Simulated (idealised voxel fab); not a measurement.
process module | voxel gate over fins
cross-section cut | 230 nm wide | cells 5 nm
A cross-section is a grid of square cells, given in bands from the top down. A band is one or more rows of cells.
Each band's line starts with the height of the band's top and of its bottom, in nm. Then come its materials from left to right, each with its width in nm. One material with "throughout" fills the band from edge to edge. "air" is empty space.
Height 0 is the level under which the wafer as received is all one material. The lowest band goes on downwards, as in "0 down".
A width such as "30 to 40" changes by the same amount from each row of cells to the next, from the band's top row to its bottom row.
"no change" after a step means that no cell of the cross-section changed.
closed voids: empty space of 8 cells or more with no open way to the top, each as width x height at its distance from the left edge, in nm
after a step's settings: what the simulator itself notes on the step
overlay nm, on a step with a mask: how far to the right of its planned place the mask lay; to the left if negative
plan
1 op RECEIVE | material Si
2 op CONFORMAL_DEP | material SiN | thk nm 10
3 op MASKED_ETCH | tone cover | mask id FINS | width nm 15 | pitch nm 50 | etch materials SiN | depth nm 10 | overlay nm 0
4 op MASKED_ETCH | tone cover | mask id FINS | width nm 15 | pitch nm 50 | etch materials Si | depth nm 35 | overlay nm 0
5 op FILL_DEP | material SiO2 | thk nm 5
6 op CMP | height nm 10
7 op MASKED_ETCH | tone open | mask id RAIL | width nm 15 | etch materials SiO2 | depth nm 40 | overlay nm 0
8 op CONFORMAL_DEP | material TiN | thk nm 5
9 op FILL_DEP | material Ru | thk nm 10
10 op CMP | height nm 10
11 op SELECTIVE_ETCH | etch materials W Ru TiN | depth nm 35
12 op FILL_DEP | material SiO2 | thk nm 5
13 op CMP | height nm 10
14 op SELECTIVE_ETCH | etch materials SiO2 | depth nm 25
15 op STRIP | etch materials SiN
16 op CONFORMAL_DEP | material HfO2 | thk nm 5
17 op CONFORMAL_DEP | material TiN | thk nm 5
18 op CONFORMAL_DEP | material TiAl | thk nm 5
19 op CONFORMAL_DEP | material TiN | thk nm 5
20 op FILL_DEP | material W | thk nm 10
21 op CMP | height nm 25
22 op CONFORMAL_DEP | material SiCN | thk nm 5
as received, after step 1
  0 down: Si throughout
  closed voids: none
first wafer at the end, as planned
  30 to 25: SiCN throughout
  25 to 20: W throughout
  20 to 15: W 60 | TiN 105 | W 65
  15 to 10: W 60 | TiN 5 | TiAl 45 | TiN 5 | TiAl 45 | TiN 5 | W 65
  10 to 5: W 60 | TiN 5 | TiAl 5 | TiN 35 | TiAl 5 | TiN 5 | TiAl 5 | TiN 35 | TiAl 5 | TiN 5 | W 65
  5 to 0: TiN 65 | TiAl 5 | TiN 5 | HfO2 25 | TiN 5 | TiAl 5 | TiN 5 | TiAl 5 | TiN 5 | HfO2 25 | TiN 5 | TiAl 5 | TiN 70
  0 to -5: TiAl 70 | TiN 5 | HfO2 5 | Si 15 | HfO2 5 | TiN 5 | TiAl 15 | TiN 5 | HfO2 5 | Si 15 | HfO2 5 | TiN 5 | TiAl 75
  -5 to -10: TiN 75 | HfO2 5 | Si 15 | HfO2 5 | TiN 25 | HfO2 5 | Si 15 | HfO2 5 | TiN 80
  -10 to -15: HfO2 80 | Si 15 | HfO2 35 | Si 15 | HfO2 85
  -15 to -25: SiO2 80 | Si 15 | SiO2 35 | Si 15 | SiO2 85
  -25 to -30: SiO2 80 | Si 15 | SiO2 10 | TiN 15 | SiO2 10 | Si 15 | SiO2 85
  -30 to -35: SiO2 80 | Si 15 | SiO2 35 | Si 15 | SiO2 85
  -35 down: Si throughout
  closed voids: none
second wafer at the end: like start, like plan, one mistake
  30 to 25: SiCN throughout
  25 to 15: W 50 | TiN 5 | TiAl 115 | TiN 5 | W 55
  15 to 10: TiN 55 | TiAl 115 | TiN 60
  10 to 5: TiAl 70 | TiN 35 | TiAl 15 | TiN 35 | TiAl 75
  5 to 0: TiAl 70 | TiN 5 | HfO2 25 | TiN 5 | TiAl 15 | TiN 5 | HfO2 25 | TiN 5 | TiAl 75
  0 to -5: TiAl 70 | TiN 5 | HfO2 5 | Si 15 | HfO2 5 | TiN 5 | TiAl 15 | TiN 5 | HfO2 5 | Si 15 | HfO2 5 | TiN 5 | TiAl 75
  -5 to -10: TiN 75 | HfO2 5 | Si 15 | HfO2 5 | TiN 25 | HfO2 5 | Si 15 | HfO2 5 | TiN 80
  -10 to -15: HfO2 80 | Si 15 | HfO2 35 | Si 15 | HfO2 85
  -15 to -25: SiO2 80 | Si 15 | SiO2 35 | Si 15 | SiO2 85
  -25 to -30: SiO2 80 | Si 15 | SiO2 10 | TiN 15 | SiO2 10 | Si 15 | SiO2 85
  -30 to -35: SiO2 80 | Si 15 | SiO2 35 | Si 15 | SiO2 85
  -35 down: Si throughout
  closed voids: none
what went wrong: step 18 ran as: op CONFORMAL_DEP | material TiAl | thk nm 15
at the end the second wafer has, in cells: 107 more of TiAl | 28 fewer of TiN | 79 fewer of W
